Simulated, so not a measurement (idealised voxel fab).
Documented hereafter: the process module known as voxel self aligned vias.
Section shown: cut. Width: 235 nm. Cell size: 5 nm, square.
Format of a cross-section: grid, square cells. Given as bands. Order: top down. Band: one or more rows of cells.
Top, bottom (nm), then materials left to right with widths (nm); lone material tagged "full width" fills the whole band edge to edge; "air" = empty space.
Height reference: 0 = level under which incoming wafer is all one material. Lowest band: no bottom, runs on downward, e.g. "from 0 down".
The two numbers in a width such as "30..40" mark its ends across the band: the first belongs to the top row of cells, the second to the bottom row, and from each row to the next the width moves by the same amount.
"no modification" -> step changed no cross-section cell.
Closed-off voids of 8+ cells (no open route to the top) go in "Closed cavity list", written width x height at distance from the left edge, in nm.
What comes after the settings on a step's line is commentary from the simulator itself on that step.
A step's line can hold "overlay nm"; with a mask on that step, the setting says how far right of the planned place the mask lay, while a negative setting says it lay to the left.

### Below is the list of planned process steps
1 RECEIVE with material Si
2 CONFORMAL_DEP with material SiO2, thk nm 10
3 CONFORMAL_DEP with material SiCN, thk nm 5
4 DIRECTIONAL_DEP with material lowk, thk nm 20
5 MASKED_ETCH with tone open, mask id LINES, width nm 30, pitch nm 70, etch materials lowk, depth nm 20, overlay nm 0
6 CONFORMAL_DEP with material TiN, thk nm 5
7 FILL_DEP with material W, thk nm 10
8 CMP with height nm 35
9 SELECTIVE_ETCH with etch materials W Ru TiN, depth nm 5
10 FILL_DEP with material SiN, thk nm 5
11 CMP with height nm 35
12 DIRECTIONAL_DEP with material lowk, thk nm 15
13 PATTERN with tone open, mask id VIAS, material resist, width nm 50, thk nm 20, overlay nm 0
14 DIRECTIONAL_ETCH with etch materials lowk, depth nm 15
15 DIRECTIONAL_ETCH with etch materials SiN, depth nm 5
16 STRIP with etch materials resist
17 CONFORMAL_DEP with material TiN, thk nm 5
18 FILL_DEP with material Cu, thk nm 5
19 CMP with height nm 50
20 CONFORMAL_DEP with material SiCN, thk nm 5

### Cross-section of the wafer upon arrival, representing the state reached after step 1
> from 0 down: Si full width
> Closed cavity list: none

### Cross-sectional view of the first of the two wafers upon completion of the module, processed in accordance with the plan
> from 55 to 50: SiCN full width
> from 50 to 40: lowk 55 nm / TiN 5 nm / Cu 40 nm / TiN 5 nm / lowk 130 nm
> from 40 to 35: lowk 55 nm / TiN 15 nm / Cu 20 nm / TiN 15 nm / lowk 130 nm
> from 35 to 30: lowk 65 nm / TiN 30 nm / lowk 40 nm / SiN 30 nm / lowk 70 nm
> from 30 to 20: lowk 65 nm / TiN 5 nm / W 20 nm / TiN 5 nm / lowk 40 nm / TiN 5 nm / W 20 nm / TiN 5 nm / lowk 70 nm
> from 20 to 15: lowk 65 nm / TiN 30 nm / lowk 40 nm / TiN 30 nm / lowk 70 nm
> from 15 to 10: SiCN full width
> from 10 to 0: SiO2 full width
> from 0 down: Si full width
> Closed cavity list: none

### End of module, second wafer, cross-section. Started like the first, planned like the first, run with one mistake
> from 55 to 50: SiCN full width
> from 50 to 35: lowk 55 nm / TiN 5 nm / Cu 40 nm / TiN 5 nm / lowk 130 nm
> from 35 to 30: lowk 55 nm / TiN 50 nm / lowk 30 nm / SiN 30 nm / lowk 70 nm
> from 30 to 20: lowk 55 nm / TiN 15 nm / W 20 nm / TiN 15 nm / lowk 30 nm / TiN 5 nm / W 20 nm / TiN 5 nm / lowk 70 nm
> from 20 to 15: lowk 65 nm / TiN 30 nm / lowk 40 nm / TiN 30 nm / lowk 70 nm
> from 15 to 10: SiCN full width
> from 10 to 0: SiO2 full width
> from 0 down: Si full width
> Closed cavity list: none
Heads up, the wafer didn't run the way we planned it: step 14 of the plan was performed twice
Wafer comparison, final, in cells, second relative to first, materials more or fewer: 4 more of Cu, 8 more of TiN, 12 fewer of lowk
